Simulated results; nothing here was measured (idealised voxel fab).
Process module, titled voxel tone inversion
The cross-section shown here is cut; it is 290 nm wide and divided into square cells measuring 5 nm on a side.
Format of a cross-section: grid, square cells. Given as bands. Order: top down. Band: one or more rows of cells.
First you get the band's top height and its bottom height, in nm, and then the materials it's made of, left to right, with each width in nm. If you see a single material with "edge to edge", that one covers the band edge to edge. "blank" is empty space.
All heights in this document are referenced to 0, defined as the level beneath which the wafer, as received, consists entirely of one material. The lowest band is not bounded below; it extends indefinitely downward and is written in the form "0 down".
Graded width ("30..40"): value in top row of band = first number; value in bottom row = second number; row-to-row change constant.
What does "no modification" mean for a step? It means no cell of the cross-section changed in that step.
"closed voids" means: voids of 8 cells or more that are shut off from the top with no open way through. Written width x height at distance, distance from the left edge, in nm.
Anything after a step's settings on that line? It's the simulator's own note about the step.
overlay nm: step with mask; distance mask lay right of planned place; negative value = left of planned place.

List of planned process steps:
step 1: RECEIVE,material Si
step 2: CONFORMAL_DEP,material SiCN,thk nm 5
step 3: DIRECTIONAL_DEP,material polySi,thk nm 15
step 4: PATTERN,tone cover,mask id POSTS,material resist,width nm 20,pitch nm 45,thk nm 25,overlay nm 0
step 5: DIRECTIONAL_ETCH,etch materials polySi,depth nm 15
step 6: STRIP,etch materials resist
step 7: FILL_DEP,material SiO2,thk nm 10
step 8: CMP,height nm 20
step 9: STRIP,etch materials polySi

as received, after step 1:
* 0 down: Si edge to edge
* closed voids: none

Look at the cross-section after the module: the wafer started out the way shown above and the plan was the one shown above, yet one mistake was made along the way:
* 10 to 5: 110 nm SiO2 | 20 nm blank | 25 nm SiO2 | 20 nm blank | 115 nm SiO2
* 5 to 0: SiCN edge to edge
* 0 down: Si edge to edge
* closed voids: none
So what did we get wrong on this run? step 8 was run on a setting that differed from the plan, and what really ran there is CMP,height nm 10
